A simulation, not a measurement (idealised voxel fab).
The process module that follows is named voxel self aligned vias.
The width of the displayed cross-section, cut, is 260 nm; its cells are square, with a size of 5 nm.
Throughout this document, each cross-section is represented as a grid of square cells and is presented as a sequence of bands enumerated from the top downward, where a band comprises one or more rows of cells.
The entry gives the band's vertical extent as a top height and a bottom height in nm, then its horizontal make-up as materials from left to right, each with a width in nm. "empty" stands for empty space; a single material marked "full width" fills the band edge to edge.
Below 0: as-received wafer, all one material; heights counted from there. Lowest band: no bottom, goes on down, written "0..down".
Width spec "30..40" -> top row of cells at first value, bottom row at second value, equal per-row change in between.
"all unchanged" after a step means that no cell of the cross-section changed.
Empty spaces without an open route to the top, at least 8 cells in extent, make up the entry "Closed cavity list"; each is given as width x height at distance, where the distance is measured from the left edge, and all are in nm.
What comes after the settings on a step's line is commentary from the simulator itself on that step.
overlay nm: right-of-plan distance of the mask on a masked step; negative values mean left-of-plan.

PLANNED STEP LIST FOR THE PROCESS
1: RECEIVE with material Si
2: CONFORMAL_DEP with material SiO2, thk nm 10
3: CONFORMAL_DEP with material SiCN, thk nm 5
4: DIRECTIONAL_DEP with material lowk, thk nm 30
5: MASKED_ETCH with tone open, mask id LINES, width nm 30, pitch nm 70, etch materials lowk, depth nm 30, overlay nm 0
6: CONFORMAL_DEP with material TiN, thk nm 5
7: FILL_DEP with material Ru, thk nm 5
8: CMP with height nm 45
9: SELECTIVE_ETCH with etch materials W Ru TiN, depth nm 10
10: FILL_DEP with material SiN, thk nm 5
11: CMP with height nm 45
12: DIRECTIONAL_DEP with material lowk, thk nm 15
13: MASKED_ETCH with tone open, mask id VIAS, width nm 50, pitch nm 140, etch materials lowk, depth nm 15, overlay nm 0
14: MASKED_ETCH with tone open, mask id VIAS, width nm 50, pitch nm 140, etch materials SiN, depth nm 10, overlay nm 0
15: CONFORMAL_DEP with material TiN, thk nm 5
16: FILL_DEP with material Ru, thk nm 10
17: CMP with height nm 60
18: CONFORMAL_DEP with material SiCN, thk nm 5

AS-RECEIVED STATE OF THE WAFER IN CROSS-SECTION, EQUIVALENT TO POST-STEP 1
  0..down  Si full width
  Closed cavity list: none

THE CROSS-SECTION SHOWN CORRESPONDS TO THE WAFER AT THE CONCLUSION OF THE MODULE. THE INITIAL STRUCTURE AND THE PROCESS PLAN ARE THOSE PRESENTED ABOVE; HOWEVER, ONE MISTAKE OCCURRED IN EXECUTING THE PLAN
  65..60  SiCN full width
  60..45  lowk 35 / TiN 5 / Ru 40 / TiN 5 / lowk 90 / TiN 5 / Ru 40 / TiN 5 / lowk 35
  45..40  SiN 35 / TiN 15 / Ru 20 / TiN 15 / SiN 90 / TiN 15 / Ru 20 / TiN 15 / SiN 35
  40..35  lowk 45 / TiN 30 / lowk 40 / SiN 30 / lowk 40 / TiN 30 / lowk 45
  35..15  lowk 45 / TiN 5 / Ru 20 / TiN 5 / lowk 40 / TiN 5 / Ru 20 / TiN 5 / lowk 40 / TiN 5 / Ru 20 / TiN 5 / lowk 45
  15..10  lowk 45 / TiN 30 / lowk 40 / TiN 30 / lowk 40 / TiN 30 / lowk 45
  10..0  SiO2 full width
  0..down  Si full width
  Closed cavity list: none
Run error: step 3 of the plan: omitted, not performed
